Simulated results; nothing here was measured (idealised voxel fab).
Herein follows the process module entitled voxel wiring stack.
It is cross-section cut that appears here, measuring 250 nm in width, its square cells being 5 nm in size.
Format of a cross-section: grid, square cells. Given as bands. Order: top down. Band: one or more rows of cells. The entry gives the band's vertical extent as a top height and a bottom height in nm, then its horizontal make-up as materials from left to right, each with a width in nm. "air" stands for empty space; a single material marked "full width" fills the band edge to edge. Heads up on the height convention: 0 is the point under which the incoming wafer is all one material, and the lowest band has no bottom, it just keeps going down, like "from 0 down". Per-row width for "30 to 40": begins at first number (top row of band), ends at second number (bottom row), increment between rows held constant. "no alteration", as given for a step, is the statement that not any cell of the cross-section underwent a change during that step. Voids lacking openings: empty space of 8 cells or more with no open way to the top, each as width x height at its distance from the left edge, in nm. after a step's settings: what the simulator itself notes on the step. The "overlay nm" setting may appear on a step's line; for a step that uses a mask, it gives how far to the right of its planned position the mask lay, and a negative value indicates the left.
## Process steps (planned)
1) RECEIVE (material Si)
2) CONFORMAL_DEP (material SiO2; thk nm 15)
3) CONFORMAL_DEP (material SiN; thk nm 5)
4) DIRECTIONAL_DEP (material lowk; thk nm 25)
5) DIRECTIONAL_DEP (material aC; thk nm 10)
6) PATTERN (tone open; mask id METAL_1; material resist; width nm 25; pitch nm 45; thk nm 25; overlay nm 0)
7) DIRECTIONAL_ETCH (etch materials aC; depth nm 10)
8) STRIP (etch materials resist)
9) DIRECTIONAL_ETCH (etch materials lowk; depth nm 25)
10) DIRECTIONAL_ETCH (etch materials SiN; depth nm 5)
11) STRIP (etch materials aC)
12) CONFORMAL_DEP (material TiN; thk nm 5)
13) FILL_DEP (material W; thk nm 10)
14) CMP (height nm 45)
15) CONFORMAL_DEP (material SiCN; thk nm 5)
16) DIRECTIONAL_DEP (material lowk; thk nm 20)
17) MASKED_ETCH (tone open; mask id PLUG_1; width nm 15; pitch nm 90; etch materials lowk; depth nm 20; overlay nm 0)
18) MASKED_ETCH (tone open; mask id PLUG_1; width nm 15; pitch nm 90; etch materials SiCN; depth nm 5; overlay nm 0)
19) EPI (material Ru; thk nm 10)
20) EPI (material Ru; thk nm 10)
21) EPI (material Ru; thk nm 5)
22) CONFORMAL_DEP (material SiN; thk nm 5)
23) DIRECTIONAL_DEP (material lowk; thk nm 25)
24) MASKED_ETCH (tone open; mask id METAL_2; width nm 25; pitch nm 45; etch materials lowk; depth nm 25; overlay nm 0)
25) MASKED_ETCH (tone open; mask id METAL_2; width nm 25; pitch nm 45; etch materials SiN; depth nm 5; overlay nm 0)
26) CONFORMAL_DEP (material TiN; thk nm 5)
27) FILL_DEP (material Ru; thk nm 10)
28) CMP (height nm 100)
29) CONFORMAL_DEP (material SiCN; thk nm 5)
30) DIRECTIONAL_DEP (material lowk; thk nm 10)
31) PATTERN (tone open; mask id PLUG_2; material resist; width nm 15; pitch nm 45; thk nm 20; overlay nm 0)
32) DIRECTIONAL_ETCH (etch materials lowk; depth nm 10)
33) DIRECTIONAL_ETCH (etch materials SiCN; depth nm 5)
34) STRIP (etch materials resist)
35) CONFORMAL_DEP (material TiN; thk nm 5)
36) FILL_DEP (material W; thk nm 10)
37) CMP (height nm 115)
38) DIRECTIONAL_DEP (material TiN; thk nm 5)
39) DIRECTIONAL_DEP (material W; thk nm 15)
40) DIRECTIONAL_DEP (material aC; thk nm 10)
41) PATTERN (tone cover; mask id METAL_3; material resist; width nm 25; pitch nm 45; thk nm 30; overlay nm 0)
42) DIRECTIONAL_ETCH (etch materials aC; depth nm 10)
43) STRIP (etch materials resist)
44) DIRECTIONAL_ETCH (etch materials W; depth nm 15)
45) DIRECTIONAL_ETCH (etch materials TiN; depth nm 5)
46) STRIP (etch materials aC)
47) FILL_DEP (material lowk; thk nm 10)
48) CMP (height nm 135)
49) CONFORMAL_DEP (material SiN; thk nm 5)
Where the wafers of this document differ is in the width nm of step 17; they start out the same, and the plan states the value that applied to the first wafer.
## So this is the first of several wafers, cross-sectioned as it came to us, meaning it's at the end of step 1
  from 0 down: Si full width
  Voids lacking openings: none
## The table below has one row for each wafer; a row shows, as of the end of the module, how many cells of each material the wafer has gained, marked (+), or lost, marked (-), since it was received, and then the wafer's closed voids
width nm 15 | +90 Ru | +82 SiCN | +110 SiN | +150 SiO2 | +168 TiN | +128 W | +672 lowk | Voids lacking openings: none
width nm 20 | +98 Ru | +82 SiCN | +110 SiN | +150 SiO2 | +168 TiN | +128 W | +664 lowk | Voids lacking openings: none
width nm 25 | +106 Ru | +82 SiCN | +110 SiN | +150 SiO2 | +168 TiN | +128 W | +656 lowk | Voids lacking openings: none
width nm 30 | +114 Ru | +82 SiCN | +110 SiN | +150 SiO2 | +168 TiN | +128 W | +648 lowk | Voids lacking openings: none
